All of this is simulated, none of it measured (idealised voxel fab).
Documented hereafter: the process module known as voxel self aligned contacts.
cross-section cut | 195 nm wide | cells 5 nm
Cross-section = grid of square cells, listed top down in bands; band = one or more rows.
A band entry consists of two parts. The first gives the height of the band's top and the height of its bottom, in nm. The rest lists the band's materials from left to right, each with its width in nm. A single material labelled with the word "everywhere" fills the band from edge to edge, and the word "blank" marks empty space.
Heights are reckoned from 0. Under this level, the received wafer is all of one material. The bottommost band is open-ended downward, for example "0 nm and below".
A two-number width, for instance "30 to 40", indicates that the width is equal to the first number in the top row of the band and to the second number in the bottom row, and that it changes by a constant amount per row of cells.
Where the words "identical to before" appear for a step, the cross-section shows no cell changed by that step; every cell remained as before.
"Closed empty spaces": sealed empty spaces, 8 cells or more, no open way to top, listed width x height at distance, with distance from the left edge and width, height and distance in nm.
If you see something after the settings on a step's line, that's the simulator's own remark about that step.
"overlay nm", when on a step's line for a step with a mask, measures how far to the right of its planned place the mask lay; a negative measure means to the left.
Process steps (planned):
1,RECEIVE, material Si
2,CONFORMAL_DEP, material SiO2, thk nm 5
3,DIRECTIONAL_DEP, material polySi, thk nm 30
4,DIRECTIONAL_DEP, material SiN, thk nm 15
5,PATTERN, tone cover, mask id GATE, material resist, width nm 30, pitch nm 65, thk nm 15, overlay nm 0
6,DIRECTIONAL_ETCH, etch materials SiN, depth nm 15
7,DIRECTIONAL_ETCH, etch materials polySi, depth nm 30
8,STRIP, etch materials resist
9,CONFORMAL_DEP, material SiN, thk nm 5
10,DIRECTIONAL_ETCH, etch materials SiN, depth nm 5
11,FILL_DEP, material SiO2, thk nm 15
12,CMP, height nm 60
13,MASKED_ETCH, tone open, mask id CONTACT, width nm 45, pitch nm 65, etch materials SiO2, depth nm 60, overlay nm 0
14,CONFORMAL_DEP, material TiN, thk nm 5
15,FILL_DEP, material Ru, thk nm 5
16,CMP, height nm 60
17,CONFORMAL_DEP, material SiCN, thk nm 5
As-received wafer cross-section (after step 1):
* 0 nm and below  Si everywhere
* Closed empty spaces: none
A wafer at the end: this start, this plan, one mistake:
* 65 nm to 60 nm  SiCN everywhere
* 60 nm to 55 nm  40 SiO2  5 TiN  35 Ru  5 TiN  20 SiO2  5 TiN  35 Ru  5 TiN  45 SiO2
* 55 nm to 50 nm  40 SiO2  45 TiN  20 SiO2  45 TiN  45 SiO2
* 50 nm to 35 nm  SiCN everywhere
* 35 nm to 5 nm  polySi everywhere
* 5 nm to 0 nm  SiO2 everywhere
* 0 nm and below  Si everywhere
* Closed empty spaces: none
What broke from the plan during processing? step 4 went in with a setting other than planned; the actual run was DIRECTIONAL_DEP, material SiCN, thk nm 15
